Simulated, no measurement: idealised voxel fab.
process module | voxel wiring stack
It is cross-section cut that appears here, measuring 215 nm in width, its square cells being 5 nm in size.
Square cells in a grid make up a cross-section in this document, and the grid is given as bands, listed from the top down, each one or more rows of cells. In this notation a band is specified by the heights of its top and bottom, in that order and in nm, after which its materials appear from left to right, each paired with its width in nm. The word "full width" attached to a single material means that material fills the band from edge to edge; the word "air" stands for empty space. Note: height 0 marks the level under which the wafer is uniformly one material as received. Lowest band unbounded below, written "0 and below". Width "30 to 40": first value at the band's top row of cells, second value at its bottom row, equal change from row to row. "nothing altered" means the step left every cell of the cross-section as it was. "Closed empty spaces" enumerates empty spaces isolated from the top, with no open way to it, that contain at least 8 cells, giving each as width x height at distance from the left edge, all three in nm. What comes after the settings on a step's line is commentary from the simulator itself on that step. overlay nm: how far to the right of its planned place the mask lay on this masked step (negative: to the left).

### Process steps (planned)
1. op RECEIVE | material Si
2. op CONFORMAL_DEP | material SiO2 | thk nm 15
3. op DIRECTIONAL_DEP | material TiN | thk nm 5
4. op DIRECTIONAL_DEP | material Ru | thk nm 20
5. op MASKED_ETCH | tone cover | mask id METAL_1 | width nm 25 | pitch nm 55 | etch materials Ru | depth nm 20 | overlay nm 0
6. op MASKED_ETCH | tone cover | mask id METAL_1 | width nm 25 | pitch nm 55 | etch materials TiN | depth nm 5 | overlay nm 0
7. op CONFORMAL_DEP | material SiN | thk nm 5
8. op FILL_DEP | material lowk | thk nm 5
9. op CMP | height nm 40
10. op CONFORMAL_DEP | material SiCN | thk nm 5
11. op DIRECTIONAL_DEP | material SiO2 | thk nm 30
12. op PATTERN | tone open | mask id METAL_2 | material resist | width nm 25 | pitch nm 55 | thk nm 15 | overlay nm 0
13. op DIRECTIONAL_ETCH | etch materials SiO2 | depth nm 20
14. op STRIP | etch materials resist
15. op DIRECTIONAL_DEP | material aC | thk nm 15
16. op PATTERN | tone open | mask id METAL_2_HOLES | material resist | width nm 15 | pitch nm 55 | thk nm 30 | overlay nm 0
17. op DIRECTIONAL_ETCH | etch materials aC | depth nm 15
18. op STRIP | etch materials resist
19. op DIRECTIONAL_ETCH | etch materials SiO2 | depth nm 10
20. op DIRECTIONAL_ETCH | etch materials SiCN | depth nm 5
21. op STRIP | etch materials aC
22. op CONFORMAL_DEP | material TiN | thk nm 5
23. op FILL_DEP | material Cu | thk nm 10
24. op CMP | height nm 75
25. op CONFORMAL_DEP | material SiCN | thk nm 5

### This is the cross-section of the wafer as we received it, i.e. after step 1
	0 and below | Si full width
	Closed empty spaces: none

### The first of two wafers, cross-sectioned at the end of the module, with the run proceeding as planned
	80 down to 75 | SiCN full width
	75 down to 60 | SiO2 40 nm, then TiN 5 nm, then Cu 15 nm, then TiN 5 nm, then SiO2 30 nm, then TiN 5 nm, then Cu 15 nm, then TiN 5 nm, then SiO2 30 nm, then TiN 5 nm, then Cu 15 nm, then TiN 5 nm, then SiO2 40 nm
	60 down to 55 | SiO2 40 nm, then TiN 5 nm, then Cu 5 nm, then TiN 15 nm, then SiO2 30 nm, then TiN 5 nm, then Cu 5 nm, then TiN 15 nm, then SiO2 30 nm, then TiN 5 nm, then Cu 5 nm, then TiN 15 nm, then SiO2 40 nm
	55 down to 45 | SiO2 40 nm, then TiN 5 nm, then Cu 5 nm, then TiN 5 nm, then SiO2 40 nm, then TiN 5 nm, then Cu 5 nm, then TiN 5 nm, then SiO2 40 nm, then TiN 5 nm, then Cu 5 nm, then TiN 5 nm, then SiO2 50 nm
	45 down to 40 | SiCN 40 nm, then TiN 15 nm, then SiCN 40 nm, then TiN 15 nm, then SiCN 40 nm, then TiN 15 nm, then SiCN 50 nm
	40 down to 20 | lowk 35 nm, then SiN 5 nm, then Ru 25 nm, then SiN 5 nm, then lowk 20 nm, then SiN 5 nm, then Ru 25 nm, then SiN 5 nm, then lowk 20 nm, then SiN 5 nm, then Ru 25 nm, then SiN 5 nm, then lowk 35 nm
	20 down to 15 | SiN 40 nm, then TiN 25 nm, then SiN 30 nm, then TiN 25 nm, then SiN 30 nm, then TiN 25 nm, then SiN 40 nm
	15 down to 0 | SiO2 full width
	0 and below | Si full width
	Closed empty spaces: none

### What the second wafer looks like in cross-section once the module is done. Its start and its plan matched the first wafer's exactly; what differed was one mistake in how it was run
	80 down to 75 | SiCN full width
	75 down to 60 | SiO2 40 nm, then TiN 5 nm, then Cu 15 nm, then TiN 5 nm, then SiO2 30 nm, then TiN 5 nm, then Cu 15 nm, then TiN 5 nm, then SiO2 30 nm, then TiN 5 nm, then Cu 15 nm, then TiN 5 nm, then SiO2 40 nm
	60 down to 55 | SiO2 40 nm, then TiN 5 nm, then Cu 5 nm, then TiN 15 nm, then SiO2 30 nm, then TiN 5 nm, then Cu 5 nm, then TiN 15 nm, then SiO2 30 nm, then TiN 5 nm, then Cu 5 nm, then TiN 15 nm, then SiO2 40 nm
	55 down to 45 | SiO2 40 nm, then TiN 5 nm, then Cu 5 nm, then TiN 5 nm, then SiO2 40 nm, then TiN 5 nm, then Cu 5 nm, then TiN 5 nm, then SiO2 40 nm, then TiN 5 nm, then Cu 5 nm, then TiN 5 nm, then SiO2 50 nm
	45 down to 40 | SiCN 40 nm, then TiN 15 nm, then SiCN 40 nm, then TiN 15 nm, then SiCN 40 nm, then TiN 15 nm, then SiCN 50 nm
	40 down to 25 | lowk 40 nm, then SiN 5 nm, then Ru 15 nm, then SiN 5 nm, then lowk 30 nm, then SiN 5 nm, then Ru 15 nm, then SiN 5 nm, then lowk 30 nm, then SiN 5 nm, then Ru 15 nm, then SiN 5 nm, then lowk 40 nm
	25 down to 20 | lowk 35 nm, then SiN 10 nm, then Ru 15 nm, then SiN 10 nm, then lowk 20 nm, then SiN 10 nm, then Ru 15 nm, then SiN 10 nm, then lowk 20 nm, then SiN 10 nm, then Ru 15 nm, then SiN 10 nm, then lowk 35 nm
	20 down to 15 | SiN 40 nm, then TiN 25 nm, then SiN 30 nm, then TiN 25 nm, then SiN 30 nm, then TiN 25 nm, then SiN 40 nm
	15 down to 0 | SiO2 full width
	0 and below | Si full width
	Closed empty spaces: none
It is concluded that the wafer was processed incorrectly with respect to the plan, in that so step 5 ended up running with a different setting than we planned, it ran as op MASKED_ETCH | tone cover | mask id METAL_1 | width nm 15 | pitch nm 55 | etch materials Ru | depth nm 20 | overlay nm 0
At the finish, the second wafer shows more or fewer cells for some materials than the first does: Ru -24 | SiN +6 | lowk +18
